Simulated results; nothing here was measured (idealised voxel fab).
process module | voxel capacitor over wiring
cross-section cut | 245 nm wide | cells 5 nm
A cross-section is a grid of square cells, given in bands from the top down. A band is one or more rows of cells.
Each band's line starts with the height of the band's top and of its bottom, in nm. Then come its materials from left to right, each with its width in nm. One material with "throughout" fills the band from edge to edge. "air" is empty space.
Height 0 is the level under which the wafer as received is all one material. The lowest band goes on downwards, as in "0 down".
A width such as "30 to 40" changes by the same amount from each row of cells to the next, from the band's top row to its bottom row.
"no change" after a step means that no cell of the cross-section changed.
closed voids: empty space of 8 cells or more with no open way to the top, each as width x height at its distance from the left edge, in nm
after a step's settings: what the simulator itself notes on the step
overlay nm, on a step with a mask: how far to the right of its planned place the mask lay; to the left if negative
plan
1 op RECEIVE | material Si
2 op CONFORMAL_DEP | material SiO2 | thk nm 15
3 op CONFORMAL_DEP | material SiCN | thk nm 5
4 op DIRECTIONAL_DEP | material lowk | thk nm 25
5 op DIRECTIONAL_DEP | material aC | thk nm 15
6 op PATTERN | tone open | mask id METAL_1 | material resist | width nm 20 | pitch nm 90 | thk nm 35 | overlay nm 0
7 op DIRECTIONAL_ETCH | etch materials aC | depth nm 15
8 op STRIP | etch materials resist
9 op DIRECTIONAL_ETCH | etch materials lowk | depth nm 25
10 op DIRECTIONAL_ETCH | etch materials SiCN | depth nm 5
11 op STRIP | etch materials aC
12 op CONFORMAL_DEP | material TiN | thk nm 5
13 op FILL_DEP | material Cu | thk nm 5
14 op CMP | height nm 45
15 op EPI | material Ru | thk nm 5
16 op FILL_DEP | material SiCN | thk nm 5
17 op DIRECTIONAL_DEP | material SiO2 | thk nm 20
18 op PATTERN | tone open | mask id PLUG_1 | material resist | width nm 15 | thk nm 20 | overlay nm 0
19 op DIRECTIONAL_ETCH | etch materials SiO2 | depth nm 20
20 op DIRECTIONAL_ETCH | etch materials SiCN | depth nm 5
21 op STRIP | etch materials resist
22 op EPI | material Ru | thk nm 10
23 op EPI | material Ru | thk nm 10
24 op EPI | material Ru | thk nm 5
25 op DIRECTIONAL_DEP | material TiN | thk nm 5
26 op DIRECTIONAL_DEP | material Al2O3 | thk nm 5
27 op DIRECTIONAL_DEP | material TiN | thk nm 5
28 op MASKED_ETCH | tone cover | mask id UPPER_PLATE | width nm 75 | etch materials TiN | depth nm 5 | overlay nm 0
29 op MASKED_ETCH | tone cover | mask id UPPER_PLATE | width nm 75 | etch materials Al2O3 | depth nm 5 | overlay nm 0
30 op DIRECTIONAL_DEP | material aC | thk nm 15
31 op PATTERN | tone cover | mask id LOWER_PLATE | material resist | width nm 85 | thk nm 30 | overlay nm 0
32 op DIRECTIONAL_ETCH | etch materials aC | depth nm 15
33 op STRIP | etch materials resist
34 op DIRECTIONAL_ETCH | etch materials TiN | depth nm 5
35 op STRIP | etch materials aC
36 op FILL_DEP | material SiO2 | thk nm 20
37 op CMP | height nm 105
38 op DIRECTIONAL_DEP | material aC | thk nm 15
39 op PATTERN | tone open | mask id PLUG_2 | material resist | width nm 15 | thk nm 35 | overlay nm 0
40 op DIRECTIONAL_ETCH | etch materials aC | depth nm 15
41 op STRIP | etch materials resist
42 op DIRECTIONAL_ETCH | etch materials SiO2 | depth nm 15
43 op STRIP | etch materials aC
44 op CONFORMAL_DEP | material TiN | thk nm 5
45 op FILL_DEP | material Cu | thk nm 10
46 op CMP | height nm 105
47 op CONFORMAL_DEP | material SiN | thk nm 5
first wafer, as planned
as received, after step 1
  0 down: Si throughout
  closed voids: none
after step 2
  15 to 0: SiO2 throughout
  below 0: unchanged
after step 3
  20 to 15: SiCN throughout
  below 15: unchanged
after step 4
  45 to 20: lowk throughout
  below 20: unchanged
after step 5
  60 to 45: aC throughout
  below 45: unchanged
after step 6
  95 to 60: resist 65 | air 20 | resist 70 | air 20 | resist 70
  below 60: unchanged
after step 7
  80 to 60: resist 65 | air 20 | resist 70 | air 20 | resist 70
  60 to 45: aC 65 | air 20 | aC 70 | air 20 | aC 70
  below 45: unchanged
after step 8
  60 to 45: aC 65 | air 20 | aC 70 | air 20 | aC 70
  below 45: unchanged
after step 9
  60 to 45: aC 65 | air 20 | aC 70 | air 20 | aC 70
  45 to 20: lowk 65 | air 20 | lowk 70 | air 20 | lowk 70
  below 20: unchanged
after step 10
  60 to 45: aC 65 | air 20 | aC 70 | air 20 | aC 70
  45 to 20: lowk 65 | air 20 | lowk 70 | air 20 | lowk 70
  20 to 15: SiCN 65 | air 20 | SiCN 70 | air 20 | SiCN 70
  below 15: unchanged
after step 11
  45 to 20: lowk 65 | air 20 | lowk 70 | air 20 | lowk 70
  below 20: unchanged
after step 12
  50 to 45: TiN 70 | air 10 | TiN 80 | air 10 | TiN 75
  45 to 20: lowk 65 | TiN 5 | air 10 | TiN 5 | lowk 70 | TiN 5 | air 10 | TiN 5 | lowk 70
  20 to 15: SiCN 65 | TiN 20 | SiCN 70 | TiN 20 | SiCN 70
  below 15: unchanged
after step 13
  55 to 50: Cu throughout
  50 to 45: TiN 70 | Cu 10 | TiN 80 | Cu 10 | TiN 75
  45 to 20: lowk 65 | TiN 5 | Cu 10 | TiN 5 | lowk 70 | TiN 5 | Cu 10 | TiN 5 | lowk 70
  below 20: unchanged
after step 14
  45 to 20: lowk 65 | TiN 5 | Cu 10 | TiN 5 | lowk 70 | TiN 5 | Cu 10 | TiN 5 | lowk 70
  below 20: unchanged
after step 15
  50 to 45: air 60 | Ru 30 | air 60 | Ru 30 | air 65
  below 45: unchanged
after step 16
  55 to 50: SiCN throughout
  50 to 45: SiCN 60 | Ru 30 | SiCN 60 | Ru 30 | SiCN 65
  below 45: unchanged
after step 17
  75 to 55: SiO2 throughout
  below 55: unchanged
after step 18
  95 to 75: resist 70 | air 15 | resist 160
  below 75: unchanged
after step 19
  95 to 75: resist 70 | air 15 | resist 160
  75 to 55: SiO2 70 | air 15 | SiO2 160
  below 55: unchanged
after step 20
  95 to 75: resist 70 | air 15 | resist 160
  75 to 55: SiO2 70 | air 15 | SiO2 160
  55 to 50: SiCN 70 | air 15 | SiCN 160
  below 50: unchanged
after step 21
  75 to 55: SiO2 70 | air 15 | SiO2 160
  below 55: unchanged
after step 22
  75 to 60: SiO2 70 | air 15 | SiO2 160
  60 to 55: SiO2 70 | Ru 15 | SiO2 160
  55 to 50: SiCN 70 | Ru 15 | SiCN 160
  below 50: unchanged
after step 23
  75 to 70: SiO2 70 | air 15 | SiO2 160
  70 to 55: SiO2 70 | Ru 15 | SiO2 160
  below 55: unchanged
after step 24
  75 to 55: SiO2 70 | Ru 15 | SiO2 160
  below 55: unchanged
after step 25
  80 to 75: TiN throughout
  below 75: unchanged
after step 26
  85 to 80: Al2O3 throughout
  below 80: unchanged
after step 27
  90 to 85: TiN throughout
  below 85: unchanged
after step 28
  90 to 85: air 70 | TiN 75 | air 100
  below 85: unchanged
after step 29
  90 to 85: air 70 | TiN 75 | air 100
  85 to 80: air 70 | Al2O3 75 | air 100
  below 80: unchanged
after step 30
  105 to 95: air 70 | aC 75 | air 100
  95 to 90: aC throughout
  90 to 85: aC 70 | TiN 75 | aC 100
  85 to 80: aC 70 | Al2O3 75 | aC 100
  below 80: unchanged
after step 31
  135 to 105: air 65 | resist 85 | air 95
  105 to 95: air 65 | resist 5 | aC 75 | resist 5 | air 95
  below 95: unchanged
after step 32
  120 to 105: air 65 | resist 85 | air 95
  105 to 95: air 65 | resist 5 | aC 75 | resist 5 | air 95
  95 to 90: air 65 | aC 85 | air 95
  90 to 85: air 65 | aC 5 | TiN 75 | aC 5 | air 95
  85 to 80: air 65 | aC 5 | Al2O3 75 | aC 5 | air 95
  below 80: unchanged
after step 33
  105 to 95: air 70 | aC 75 | air 100
  below 95: unchanged
after step 34
  105 to 95: air 70 | aC 75 | air 100
  95 to 90: air 65 | aC 85 | air 95
  90 to 85: air 65 | aC 5 | TiN 75 | aC 5 | air 95
  85 to 80: air 65 | aC 5 | Al2O3 75 | aC 5 | air 95
  80 to 75: air 65 | TiN 85 | air 95
  below 75: unchanged
after step 35
  90 to 85: air 70 | TiN 75 | air 100
  85 to 80: air 70 | Al2O3 75 | air 100
  below 80: unchanged
after step 36
  110 to 90: SiO2 throughout
  90 to 85: SiO2 70 | TiN 75 | SiO2 100
  85 to 80: SiO2 70 | Al2O3 75 | SiO2 100
  80 to 75: SiO2 65 | TiN 85 | SiO2 95
  below 75: unchanged
after step 37
  105 to 90: SiO2 throughout
  below 90: unchanged
after step 38
  120 to 105: aC throughout
  below 105: unchanged
after step 39
  155 to 120: resist 80 | air 15 | resist 150
  below 120: unchanged
after step 40
  140 to 120: resist 80 | air 15 | resist 150
  120 to 105: aC 80 | air 15 | aC 150
  below 105: unchanged
after step 41
  120 to 105: aC 80 | air 15 | aC 150
  below 105: unchanged
after step 42
  120 to 105: aC 80 | air 15 | aC 150
  105 to 90: SiO2 80 | air 15 | SiO2 150
  below 90: unchanged
after step 43
  105 to 90: SiO2 80 | air 15 | SiO2 150
  below 90: unchanged
after step 44
  110 to 105: TiN 85 | air 5 | TiN 155
  105 to 95: SiO2 80 | TiN 5 | air 5 | TiN 5 | SiO2 150
  95 to 85: SiO2 80 to 70 | TiN 15 to 75 | SiO2 150 to 100
  below 85: unchanged
after step 45
  120 to 110: Cu throughout
  110 to 105: TiN 85 | Cu 5 | TiN 155
  105 to 95: SiO2 80 | TiN 5 | Cu 5 | TiN 5 | SiO2 150
  below 95: unchanged
after step 46
  105 to 95: SiO2 80 | TiN 5 | Cu 5 | TiN 5 | SiO2 150
  below 95: unchanged
after step 47
  110 to 105: SiN throughout
  below 105: unchanged
second wafer: like start, like plan, one mistake. Through step 23 it matches the first wafer
when step 24 should have ended
  80 to 75: TiN 70 | air 15 | TiN 160
  75 to 70: SiO2 70 | TiN 15 | SiO2 160
  below 70: unchanged
when step 25 should have ended
  85 to 80: Ru 75 | air 5 | Ru 165
  80 to 75: TiN 70 | Ru 15 | TiN 160
  below 75: unchanged
when step 26 should have ended
  90 to 85: Al2O3 75 | air 5 | Al2O3 165
  85 to 80: Ru 75 | Al2O3 5 | Ru 165
  below 80: unchanged
when step 27 should have ended
  95 to 90: TiN 75 | air 5 | TiN 165
  90 to 85: Al2O3 75 | TiN 5 | Al2O3 165
  below 85: unchanged
when step 28 should have ended
  95 to 90: air 70 | TiN 5 | air 5 | TiN 65 | air 100
  below 90: unchanged
when step 29 should have ended
  95 to 90: air 70 | TiN 5 | air 5 | TiN 65 | air 100
  90 to 85: air 70 | Al2O3 5 | TiN 5 | Al2O3 65 | air 100
  below 85: unchanged
when step 30 should have ended
  110 to 105: air 70 | aC 5 | air 5 | aC 65 | air 100
  105 to 100: air 70 | aC 75 | air 100
  100 to 95: aC throughout
  95 to 90: aC 70 | TiN 5 | aC 5 | TiN 65 | aC 100
  90 to 85: aC 70 | Al2O3 5 | TiN 5 | Al2O3 65 | aC 100
  below 85: unchanged
when step 31 should have ended
  140 to 110: air 65 | resist 85 | air 95
  110 to 105: air 65 | resist 5 | aC 5 | resist 5 | aC 65 | resist 5 | air 95
  105 to 100: air 65 | resist 5 | aC 75 | resist 5 | air 95
  below 100: unchanged
when step 32 should have ended
  125 to 110: air 65 | resist 85 | air 95
  110 to 105: air 65 | resist 5 | aC 5 | resist 5 | aC 65 | resist 5 | air 95
  105 to 100: air 65 | resist 5 | aC 75 | resist 5 | air 95
  100 to 95: air 65 | aC 85 | air 95
  95 to 90: air 65 | aC 5 | TiN 5 | aC 5 | TiN 65 | aC 5 | air 95
  90 to 85: air 65 | aC 5 | Al2O3 5 | TiN 5 | Al2O3 65 | aC 5 | air 95
  below 85: unchanged
when step 33 should have ended
  110 to 105: air 70 | aC 5 | air 5 | aC 65 | air 100
  105 to 95: air 70 to 65 | aC 75 to 85 | air 100 to 95
  below 95: unchanged
when step 34 should have ended: no change
when step 35 should have ended
  95 to 90: air 70 | TiN 5 | air 5 | TiN 65 | air 100
  90 to 85: air 70 | Al2O3 5 | TiN 5 | Al2O3 65 | air 100
  below 85: unchanged
when step 36 should have ended
  115 to 95: SiO2 throughout
  95 to 90: SiO2 70 | TiN 5 | SiO2 5 | TiN 65 | SiO2 100
  90 to 85: SiO2 70 | Al2O3 5 | TiN 5 | Al2O3 65 | SiO2 100
  below 85: unchanged
when step 37 should have ended
  105 to 95: SiO2 throughout
  below 95: unchanged
when step 38 should have ended
  120 to 105: aC throughout
  below 105: unchanged
when step 39 should have ended
  155 to 120: resist 80 | air 15 | resist 150
  below 120: unchanged
when step 40 should have ended
  140 to 120: resist 80 | air 15 | resist 150
  120 to 105: aC 80 | air 15 | aC 150
  below 105: unchanged
when step 41 should have ended
  120 to 105: aC 80 | air 15 | aC 150
  below 105: unchanged
when step 42 should have ended
  120 to 105: aC 80 | air 15 | aC 150
  105 to 95: SiO2 80 | air 15 | SiO2 150
  below 95: unchanged
when step 43 should have ended
  105 to 95: SiO2 80 | air 15 | SiO2 150
  below 95: unchanged
when step 44 should have ended
  110 to 105: TiN 85 | air 5 | TiN 155
  105 to 100: SiO2 80 | TiN 5 | air 5 | TiN 5 | SiO2 150
  100 to 95: SiO2 80 | TiN 15 | SiO2 150
  below 95: unchanged
when step 45 should have ended
  120 to 110: Cu throughout
  110 to 105: TiN 85 | Cu 5 | TiN 155
  105 to 100: SiO2 80 | TiN 5 | Cu 5 | TiN 5 | SiO2 150
  below 100: unchanged
when step 46 should have ended
  105 to 100: SiO2 80 | TiN 5 | Cu 5 | TiN 5 | SiO2 150
  below 100: unchanged
when step 47 should have ended
  110 to 105: SiN throughout
  below 105: unchanged
what went wrong: steps 24 and 25 were swapped
at the end the second wafer has, in cells: 1 fewer of Cu | 48 more of Ru | 77 fewer of SiO2 | 30 more of TiN
